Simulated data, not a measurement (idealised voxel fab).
Process module heading - voxel ribs on slabs
The cross-section on display is named cut; it measures 275 nm wide, and its cells are 5 nm squares.
Cross-section format: a grid of square cells, given as bands from top to bottom; each band is one or more rows of cells. Band entry format. Leading values: height of top, height of bottom, nm. Remainder: materials in left-to-right order, each with its width in nm. Special words: "edge to edge" on a single material, which then fills the band edge to edge; "air", empty space. Counting heights begins at 0, where everything beneath is, in the wafer as received, one material. The lowest band has no bottom; it goes on downwards, as "0 nm and below" shows. The notation "30 to 40" denotes a width that varies across the rows of cells in the band, beginning at the first number in the top row, finishing at the second number in the bottom row, and changing by an identical amount from each row to the next. Reading "same as before" for a step: not a cell of the cross-section changed in it. The list in "Listed closed voids" covers empty spaces of 8 cells or more that cannot reach the top through any open way, and it gives each as width x height at distance; the distance is from the left edge, and width, height and distance are in nm. The remark found on a step's line after its settings is issued by the simulator itself and pertains to that step. Each step line may optionally specify "overlay nm", which for a step with a mask gives the rightward distance between the mask's planned place and where it lay, a negative value indicating the leftward direction.

## Set out below are the planned steps of the process
1. RECEIVE,material Si
2. DIRECTIONAL_DEP,material SiO2,thk nm 20
3. DIRECTIONAL_DEP,material polySi,thk nm 15
4. MASKED_ETCH,tone cover,mask id RIB,width nm 15,etch materials polySi,depth nm 5,overlay nm 0
5. PATTERN,tone cover,mask id SLAB,material resist,width nm 45,thk nm 20,overlay nm 0
6. DIRECTIONAL_ETCH,etch materials polySi,depth nm 10
7. STRIP,etch materials resist
8. FILL_DEP,material SiO2,thk nm 25
9. CMP,height nm 55
10. DIRECTIONAL_DEP,material W,thk nm 10
11. MASKED_ETCH,tone cover,mask id HEATER,width nm 25,etch materials W,depth nm 10,overlay nm 0
12. CONFORMAL_DEP,material SiO2,thk nm 5

## Here's what the wafer looked like in cross-section when it arrived - that's after step 1
    0 nm and below | Si edge to edge
    Listed closed voids: none

## Final cross-section, module run with one mistake (start and plan as above)
    70 nm to 65 nm | air 120 nm / SiO2 35 nm / air 120 nm
    65 nm to 60 nm | air 120 nm / SiO2 5 nm / W 25 nm / SiO2 5 nm / air 120 nm
    60 nm to 55 nm | SiO2 125 nm / W 25 nm / SiO2 125 nm
    55 nm to 50 nm | SiO2 edge to edge
    50 nm to 45 nm | SiO2 130 nm / polySi 15 nm / SiO2 130 nm
    45 nm to 35 nm | SiO2 115 nm / polySi 45 nm / SiO2 115 nm
    35 nm to 20 nm | polySi edge to edge
    20 nm to 0 nm | SiO2 edge to edge
    0 nm and below | Si edge to edge
    Listed closed voids: none
It is concluded that the wafer was processed incorrectly with respect to the plan, in that heads up, step 3 of the plan got done twice
